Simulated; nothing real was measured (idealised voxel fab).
Name of the process module below: voxel fin reveal
Cross-section cut: width 195 nm, square cells of 5 nm.
Just so we're on the same page, the cross-sections are grids of square cells, and they're listed out in bands top to bottom, each band one or more rows deep.
Heads up on the band format: heights come first, top then bottom, in nm. After that it's the materials left to right, each with its width in nm. A single material flagged "edge to edge" fills the whole band edge to edge, and "empty" means there's empty space there.
Basically, 0 is our baseline, since under it the wafer straight out of the box is all one material. The bottom band has no lower end and keeps on going down, so it looks like "top 0, no bottom".
The two numbers in a width such as "30->40" mark its ends across the band: the first belongs to the top row of cells, the second to the bottom row, and from each row to the next the width moves by the same amount.
Reading "nothing got changed" for a step: not a cell of the cross-section changed in it.
Look at "Sealed voids" for the closed voids: empty spaces with no open path to the top, sized 8 cells or up. Each is width x height at distance, distance from the left edge, all nm.
Text after the settings on a step's line: the simulator's own remark on that step.
The line of a step may include "overlay nm". On a step with a mask, this value is how far to the right of its planned place the mask lay. A negative value means the mask lay to the left.

-- The following list gives the planned process steps
1: RECEIVE: material Si
2: CONFORMAL_DEP: material SiN, thk nm 5
3: PATTERN: tone cover, mask id FINS, material resist, width nm 15, pitch nm 35, thk nm 20, overlay nm 0
4: DIRECTIONAL_ETCH: etch materials SiN, depth nm 5
5: DIRECTIONAL_ETCH: etch materials Si, depth nm 40
6: STRIP: etch materials resist
7: FILL_DEP: material SiO2, thk nm 10
8: CMP: height nm 5
9: SELECTIVE_ETCH: etch materials SiO2, depth nm 30
10: STRIP: etch materials SiN
11: CONFORMAL_DEP: material SiO2, thk nm 5

-- Incoming wafer, cross-sectional view, post step 1
top 0, no bottom  Si edge to edge
Sealed voids: none

-- Cross-section, end of module. Start: as above. Plan: as above. Execution: one mistake
top 5, bottom 0  65 empty / 30 SiO2 / 5 empty / 30 SiO2 / 65 empty
top 0, bottom -20  65 empty / 5 SiO2 / 20 Si / 5 SiO2 / 5 empty / 5 SiO2 / 20 Si / 5 SiO2 / 65 empty
top -20, bottom -40  70 SiO2 / 20 Si / 15 SiO2 / 20 Si / 70 SiO2
top -40, no bottom  Si edge to edge
Sealed voids: none
Error vs. plan: it should be noted that step 3 was executed with settings other than those planned, the operation and settings actually applied being PATTERN: tone cover, mask id FINS, material resist, width nm 20, pitch nm 35, thk nm 20, overlay nm 0
